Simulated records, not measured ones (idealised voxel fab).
A process module follows: voxel wiring stack.
FYI the section here is cut, 255 nm wide, cells are 5 nm squares.
If you're reading a cross-section in this doc, picture square cells in a grid; it comes to you as bands, top ones listed first down to the bottom, and a band can be one or more rows of cells. Heights first: top, then bottom, in nm. Then materials, left to right, each with a width in nm. "everywhere" on a single material: fills the band edge to edge. "empty": empty space. Convention: height 0 is the level below which the wafer, as received, is all one material. The lowest band does not terminate at the bottom but continues downward, represented as "0 nm and below". Width "30->40": first value at the band's top row of cells, second value at its bottom row, equal change from row to row. Any step labelled "remained the same" changed none of the cells in the cross-section. Basically, "Enclosed void listing" tells you about the enclosed voids: empty spaces with no open way to the top, 8 cells or bigger, each written width x height at distance, where distance is from the left edge, all in nm. Anything after a step's settings on that line? It's the simulator's own note about the step. "overlay nm", when on a step's line for a step with a mask, measures how far to the right of its planned place the mask lay; a negative measure means to the left.

So here's the lineup of process steps we planned:
1: RECEIVE | material Si
2: CONFORMAL_DEP | material SiO2 | thk nm 15
3: CONFORMAL_DEP | material SiN | thk nm 5
4: DIRECTIONAL_DEP | material lowk | thk nm 25
5: MASKED_ETCH | tone open | mask id METAL_1 | width nm 30 | pitch nm 50 | etch materials lowk | depth nm 25 | overlay nm 0
6: MASKED_ETCH | tone open | mask id METAL_1 | width nm 30 | pitch nm 50 | etch materials SiN | depth nm 5 | overlay nm 0
7: CONFORMAL_DEP | material TiN | thk nm 5
8: FILL_DEP | material Cu | thk nm 10
9: CMP | height nm 45
10: CONFORMAL_DEP | material SiCN | thk nm 5
11: DIRECTIONAL_DEP | material SiO2 | thk nm 25
12: MASKED_ETCH | tone open | mask id METAL_2_HOLES | width nm 15 | pitch nm 50 | etch materials SiO2 | depth nm 25 | overlay nm 0
13: MASKED_ETCH | tone open | mask id METAL_2 | width nm 30 | pitch nm 50 | etch materials SiO2 | depth nm 15 | overlay nm 0
14: MASKED_ETCH | tone open | mask id METAL_2 | width nm 30 | pitch nm 50 | etch materials SiCN | depth nm 5 | overlay nm 0
15: CONFORMAL_DEP | material TiN | thk nm 5
16: FILL_DEP | material Cu | thk nm 10
17: CMP | height nm 75
18: CONFORMAL_DEP | material SiCN | thk nm 5
19: DIRECTIONAL_DEP | material lowk | thk nm 30
20: MASKED_ETCH | tone open | mask id METAL_3 | width nm 30 | pitch nm 50 | etch materials lowk | depth nm 15 | overlay nm 0
21: MASKED_ETCH | tone open | mask id METAL_3_HOLES | width nm 15 | pitch nm 50 | etch materials lowk | depth nm 15 | overlay nm 0
22: MASKED_ETCH | tone open | mask id METAL_3_HOLES | width nm 15 | pitch nm 50 | etch materials SiCN | depth nm 5 | overlay nm 0
23: CONFORMAL_DEP | material TiN | thk nm 5
24: FILL_DEP | material Cu | thk nm 5
25: CMP | height nm 110
26: CONFORMAL_DEP | material SiN | thk nm 5

Run as planned: first of two wafers:

Wafer as received: cross-section following step 1:
  0 nm and below | Si everywhere
  Enclosed void listing: none

Wafer xsec, post step 2:
  15 nm to 0 nm | SiO2 everywhere
  No changes below 0.

Wafer xsec, post step 3:
  20 nm to 15 nm | SiN everywhere
  No changes below 15.

Wafer xsec, post step 4:
  45 nm to 20 nm | lowk everywhere
  No changes below 20.

Wafer xsec, post step 5:
  45 nm to 20 nm | lowk 35 nm; empty 30 nm; lowk 20 nm; empty 30 nm; lowk 20 nm; empty 30 nm; lowk 20 nm; empty 30 nm; lowk 40 nm
  No changes below 20.

Wafer xsec, post step 6:
  45 nm to 20 nm | lowk 35 nm; empty 30 nm; lowk 20 nm; empty 30 nm; lowk 20 nm; empty 30 nm; lowk 20 nm; empty 30 nm; lowk 40 nm
  20 nm to 15 nm | SiN 35 nm; empty 30 nm; SiN 20 nm; empty 30 nm; SiN 20 nm; empty 30 nm; SiN 20 nm; empty 30 nm; SiN 40 nm
  No changes below 15.

Wafer xsec, post step 7:
  50 nm to 45 nm | TiN 40 nm; empty 20 nm; TiN 30 nm; empty 20 nm; TiN 30 nm; empty 20 nm; TiN 30 nm; empty 20 nm; TiN 45 nm
  45 nm to 20 nm | lowk 35 nm; TiN 5 nm; empty 20 nm; TiN 5 nm; lowk 20 nm; TiN 5 nm; empty 20 nm; TiN 5 nm; lowk 20 nm; TiN 5 nm; empty 20 nm; TiN 5 nm; lowk 20 nm; TiN 5 nm; empty 20 nm; TiN 5 nm; lowk 40 nm
  20 nm to 15 nm | SiN 35 nm; TiN 30 nm; SiN 20 nm; TiN 30 nm; SiN 20 nm; TiN 30 nm; SiN 20 nm; TiN 30 nm; SiN 40 nm
  No changes below 15.

Wafer xsec, post step 8:
  60 nm to 50 nm | Cu everywhere
  50 nm to 45 nm | TiN 40 nm; Cu 20 nm; TiN 30 nm; Cu 20 nm; TiN 30 nm; Cu 20 nm; TiN 30 nm; Cu 20 nm; TiN 45 nm
  45 nm to 20 nm | lowk 35 nm; TiN 5 nm; Cu 20 nm; TiN 5 nm; lowk 20 nm; TiN 5 nm; Cu 20 nm; TiN 5 nm; lowk 20 nm; TiN 5 nm; Cu 20 nm; TiN 5 nm; lowk 20 nm; TiN 5 nm; Cu 20 nm; TiN 5 nm; lowk 40 nm
  No changes below 20.

Wafer xsec, post step 9:
  45 nm to 20 nm | lowk 35 nm; TiN 5 nm; Cu 20 nm; TiN 5 nm; lowk 20 nm; TiN 5 nm; Cu 20 nm; TiN 5 nm; lowk 20 nm; TiN 5 nm; Cu 20 nm; TiN 5 nm; lowk 20 nm; TiN 5 nm; Cu 20 nm; TiN 5 nm; lowk 40 nm
  No changes below 20.

Wafer xsec, post step 10:
  50 nm to 45 nm | SiCN everywhere
  No changes below 45.

Wafer xsec, post step 11:
  75 nm to 50 nm | SiO2 everywhere
  No changes below 50.

Wafer xsec, post step 12:
  75 nm to 50 nm | SiO2 35 nm; empty 15 nm; SiO2 35 nm; empty 15 nm; SiO2 35 nm; empty 15 nm; SiO2 35 nm; empty 15 nm; SiO2 55 nm
  No changes below 50.

Wafer xsec, post step 13:
  75 nm to 60 nm | SiO2 35 nm; empty 30 nm; SiO2 20 nm; empty 30 nm; SiO2 20 nm; empty 30 nm; SiO2 20 nm; empty 30 nm; SiO2 40 nm
  No changes below 60.

Wafer xsec, post step 14:
  75 nm to 60 nm | SiO2 35 nm; empty 30 nm; SiO2 20 nm; empty 30 nm; SiO2 20 nm; empty 30 nm; SiO2 20 nm; empty 30 nm; SiO2 40 nm
  60 nm to 50 nm | SiO2 35 nm; empty 15 nm; SiO2 35 nm; empty 15 nm; SiO2 35 nm; empty 15 nm; SiO2 35 nm; empty 15 nm; SiO2 55 nm
  50 nm to 45 nm | SiCN 35 nm; empty 15 nm; SiCN 35 nm; empty 15 nm; SiCN 35 nm; empty 15 nm; SiCN 35 nm; empty 15 nm; SiCN 55 nm
  No changes below 45.

Wafer xsec, post step 15:
  80 nm to 75 nm | TiN 40 nm; empty 20 nm; TiN 30 nm; empty 20 nm; TiN 30 nm; empty 20 nm; TiN 30 nm; empty 20 nm; TiN 45 nm
  75 nm to 65 nm | SiO2 35 nm; TiN 5 nm; empty 20 nm; TiN 5 nm; SiO2 20 nm; TiN 5 nm; empty 20 nm; TiN 5 nm; SiO2 20 nm; TiN 5 nm; empty 20 nm; TiN 5 nm; SiO2 20 nm; TiN 5 nm; empty 20 nm; TiN 5 nm; SiO2 40 nm
  65 nm to 60 nm | SiO2 35 nm; TiN 5 nm; empty 5 nm; TiN 20 nm; SiO2 20 nm; TiN 5 nm; empty 5 nm; TiN 20 nm; SiO2 20 nm; TiN 5 nm; empty 5 nm; TiN 20 nm; SiO2 20 nm; TiN 5 nm; empty 5 nm; TiN 20 nm; SiO2 40 nm
  60 nm to 50 nm | SiO2 35 nm; TiN 5 nm; empty 5 nm; TiN 5 nm; SiO2 35 nm; TiN 5 nm; empty 5 nm; TiN 5 nm; SiO2 35 nm; TiN 5 nm; empty 5 nm; TiN 5 nm; SiO2 35 nm; TiN 5 nm; empty 5 nm; TiN 5 nm; SiO2 55 nm
  50 nm to 45 nm | SiCN 35 nm; TiN 15 nm; SiCN 35 nm; TiN 15 nm; SiCN 35 nm; TiN 15 nm; SiCN 35 nm; TiN 15 nm; SiCN 55 nm
  No changes below 45.

Wafer xsec, post step 16:
  90 nm to 80 nm | Cu everywhere
  80 nm to 75 nm | TiN 40 nm; Cu 20 nm; TiN 30 nm; Cu 20 nm; TiN 30 nm; Cu 20 nm; TiN 30 nm; Cu 20 nm; TiN 45 nm
  75 nm to 65 nm | SiO2 35 nm; TiN 5 nm; Cu 20 nm; TiN 5 nm; SiO2 20 nm; TiN 5 nm; Cu 20 nm; TiN 5 nm; SiO2 20 nm; TiN 5 nm; Cu 20 nm; TiN 5 nm; SiO2 20 nm; TiN 5 nm; Cu 20 nm; TiN 5 nm; SiO2 40 nm
  65 nm to 60 nm | SiO2 35 nm; TiN 5 nm; Cu 5 nm; TiN 20 nm; SiO2 20 nm; TiN 5 nm; Cu 5 nm; TiN 20 nm; SiO2 20 nm; TiN 5 nm; Cu 5 nm; TiN 20 nm; SiO2 20 nm; TiN 5 nm; Cu 5 nm; TiN 20 nm; SiO2 40 nm
  60 nm to 50 nm | SiO2 35 nm; TiN 5 nm; Cu 5 nm; TiN 5 nm; SiO2 35 nm; TiN 5 nm; Cu 5 nm; TiN 5 nm; SiO2 35 nm; TiN 5 nm; Cu 5 nm; TiN 5 nm; SiO2 35 nm; TiN 5 nm; Cu 5 nm; TiN 5 nm; SiO2 55 nm
  No changes below 50.

Wafer xsec, post step 17:
  75 nm to 65 nm | SiO2 35 nm; TiN 5 nm; Cu 20 nm; TiN 5 nm; SiO2 20 nm; TiN 5 nm; Cu 20 nm; TiN 5 nm; SiO2 20 nm; TiN 5 nm; Cu 20 nm; TiN 5 nm; SiO2 20 nm; TiN 5 nm; Cu 20 nm; TiN 5 nm; SiO2 40 nm
  No changes below 65.

Wafer xsec, post step 18:
  80 nm to 75 nm | SiCN everywhere
  No changes below 75.

Wafer xsec, post step 19:
  110 nm to 80 nm | lowk everywhere
  No changes below 80.

Wafer xsec, post step 20:
  110 nm to 95 nm | lowk 35 nm; empty 30 nm; lowk 20 nm; empty 30 nm; lowk 20 nm; empty 30 nm; lowk 20 nm; empty 30 nm; lowk 40 nm
  No changes below 95.

Wafer xsec, post step 21:
  110 nm to 95 nm | lowk 35 nm; empty 30 nm; lowk 20 nm; empty 30 nm; lowk 20 nm; empty 30 nm; lowk 20 nm; empty 30 nm; lowk 40 nm
  95 nm to 80 nm | lowk 35 nm; empty 15 nm; lowk 35 nm; empty 15 nm; lowk 35 nm; empty 15 nm; lowk 35 nm; empty 15 nm; lowk 55 nm
  No changes below 80.

Wafer xsec, post step 22:
  110 nm to 95 nm | lowk 35 nm; empty 30 nm; lowk 20 nm; empty 30 nm; lowk 20 nm; empty 30 nm; lowk 20 nm; empty 30 nm; lowk 40 nm
  95 nm to 80 nm | lowk 35 nm; empty 15 nm; lowk 35 nm; empty 15 nm; lowk 35 nm; empty 15 nm; lowk 35 nm; empty 15 nm; lowk 55 nm
  80 nm to 75 nm | SiCN 35 nm; empty 15 nm; SiCN 35 nm; empty 15 nm; SiCN 35 nm; empty 15 nm; SiCN 35 nm; empty 15 nm; SiCN 55 nm
  No changes below 75.

Wafer xsec, post step 23:
  115 nm to 110 nm | TiN 40 nm; empty 20 nm; TiN 30 nm; empty 20 nm; TiN 30 nm; empty 20 nm; TiN 30 nm; empty 20 nm; TiN 45 nm
  110 nm to 100 nm | lowk 35 nm; TiN 5 nm; empty 20 nm; TiN 5 nm; lowk 20 nm; TiN 5 nm; empty 20 nm; TiN 5 nm; lowk 20 nm; TiN 5 nm; empty 20 nm; TiN 5 nm; lowk 20 nm; TiN 5 nm; empty 20 nm; TiN 5 nm; lowk 40 nm
  100 nm to 95 nm | lowk 35 nm; TiN 5 nm; empty 5 nm; TiN 20 nm; lowk 20 nm; TiN 5 nm; empty 5 nm; TiN 20 nm; lowk 20 nm; TiN 5 nm; empty 5 nm; TiN 20 nm; lowk 20 nm; TiN 5 nm; empty 5 nm; TiN 20 nm; lowk 40 nm
  95 nm to 80 nm | lowk 35 nm; TiN 5 nm; empty 5 nm; TiN 5 nm; lowk 35 nm; TiN 5 nm; empty 5 nm; TiN 5 nm; lowk 35 nm; TiN 5 nm; empty 5 nm; TiN 5 nm; lowk 35 nm; TiN 5 nm; empty 5 nm; TiN 5 nm; lowk 55 nm
  80 nm to 75 nm | SiCN 35 nm; TiN 15 nm; SiCN 35 nm; TiN 15 nm; SiCN 35 nm; TiN 15 nm; SiCN 35 nm; TiN 15 nm; SiCN 55 nm
  No changes below 75.

Wafer xsec, post step 24:
  120 nm to 115 nm | Cu everywhere
  115 nm to 110 nm | TiN 40 nm; Cu 20 nm; TiN 30 nm; Cu 20 nm; TiN 30 nm; Cu 20 nm; TiN 30 nm; Cu 20 nm; TiN 45 nm
  110 nm to 100 nm | lowk 35 nm; TiN 5 nm; Cu 20 nm; TiN 5 nm; lowk 20 nm; TiN 5 nm; Cu 20 nm; TiN 5 nm; lowk 20 nm; TiN 5 nm; Cu 20 nm; TiN 5 nm; lowk 20 nm; TiN 5 nm; Cu 20 nm; TiN 5 nm; lowk 40 nm
  100 nm to 95 nm | lowk 35 nm; TiN 5 nm; Cu 5 nm; TiN 20 nm; lowk 20 nm; TiN 5 nm; Cu 5 nm; TiN 20 nm; lowk 20 nm; TiN 5 nm; Cu 5 nm; TiN 20 nm; lowk 20 nm; TiN 5 nm; Cu 5 nm; TiN 20 nm; lowk 40 nm
  95 nm to 80 nm | lowk 35 nm; TiN 5 nm; Cu 5 nm; TiN 5 nm; lowk 35 nm; TiN 5 nm; Cu 5 nm; TiN 5 nm; lowk 35 nm; TiN 5 nm; Cu 5 nm; TiN 5 nm; lowk 35 nm; TiN 5 nm; Cu 5 nm; TiN 5 nm; lowk 55 nm
  No changes below 80.

Wafer xsec, post step 25:
  110 nm to 100 nm | lowk 35 nm; TiN 5 nm; Cu 20 nm; TiN 5 nm; lowk 20 nm; TiN 5 nm; Cu 20 nm; TiN 5 nm; lowk 20 nm; TiN 5 nm; Cu 20 nm; TiN 5 nm; lowk 20 nm; TiN 5 nm; Cu 20 nm; TiN 5 nm; lowk 40 nm
  No changes below 100.

Wafer xsec, post step 26:
  115 nm to 110 nm | SiN everywhere
  No changes below 110.

Wafer two: like wafer one in start and plan, but with one mistake in execution; identical up to and including step 17:

At the planned end of step 18, the second wafer in cross-section:
  105 nm to 75 nm | lowk everywhere
  No changes below 75.

At the planned end of step 19, the second wafer in cross-section:
  110 nm to 105 nm | SiCN everywhere
  No changes below 105.

At the planned end of step 20, the second wafer in cross-section: remained the same

At the planned end of step 21, the second wafer in cross-section: remained the same

At the planned end of step 22, the second wafer in cross-section:
  110 nm to 105 nm | SiCN 35 nm; empty 15 nm; SiCN 35 nm; empty 15 nm; SiCN 35 nm; empty 15 nm; SiCN 35 nm; empty 15 nm; SiCN 55 nm
  No changes below 105.

At the planned end of step 23, the second wafer in cross-section:
  115 nm to 110 nm | TiN 40 nm; empty 5 nm; TiN 45 nm; empty 5 nm; TiN 45 nm; empty 5 nm; TiN 45 nm; empty 5 nm; TiN 60 nm
  110 nm to 105 nm | SiCN 35 nm; TiN 15 nm; SiCN 35 nm; TiN 15 nm; SiCN 35 nm; TiN 15 nm; SiCN 35 nm; TiN 15 nm; SiCN 55 nm
  No changes below 105.

At the planned end of step 24, the second wafer in cross-section:
  120 nm to 115 nm | Cu everywhere
  115 nm to 110 nm | TiN 40 nm; Cu 5 nm; TiN 45 nm; Cu 5 nm; TiN 45 nm; Cu 5 nm; TiN 45 nm; Cu 5 nm; TiN 60 nm
  No changes below 110.

At the planned end of step 25, the second wafer in cross-section:
  110 nm to 105 nm | SiCN 35 nm; TiN 15 nm; SiCN 35 nm; TiN 15 nm; SiCN 35 nm; TiN 15 nm; SiCN 35 nm; TiN 15 nm; SiCN 55 nm
  No changes below 105.

At the planned end of step 26, the second wafer in cross-section:
  115 nm to 110 nm | SiN everywhere
  No changes below 110.
Processing error: a sequencing error occurred in which plan steps 18 and 19 were transposed
End check, counted in cells, second wafer has more or fewer of these materials than the first: Cu: 48 fewer | TiN: 60 fewer | lowk: 108 more
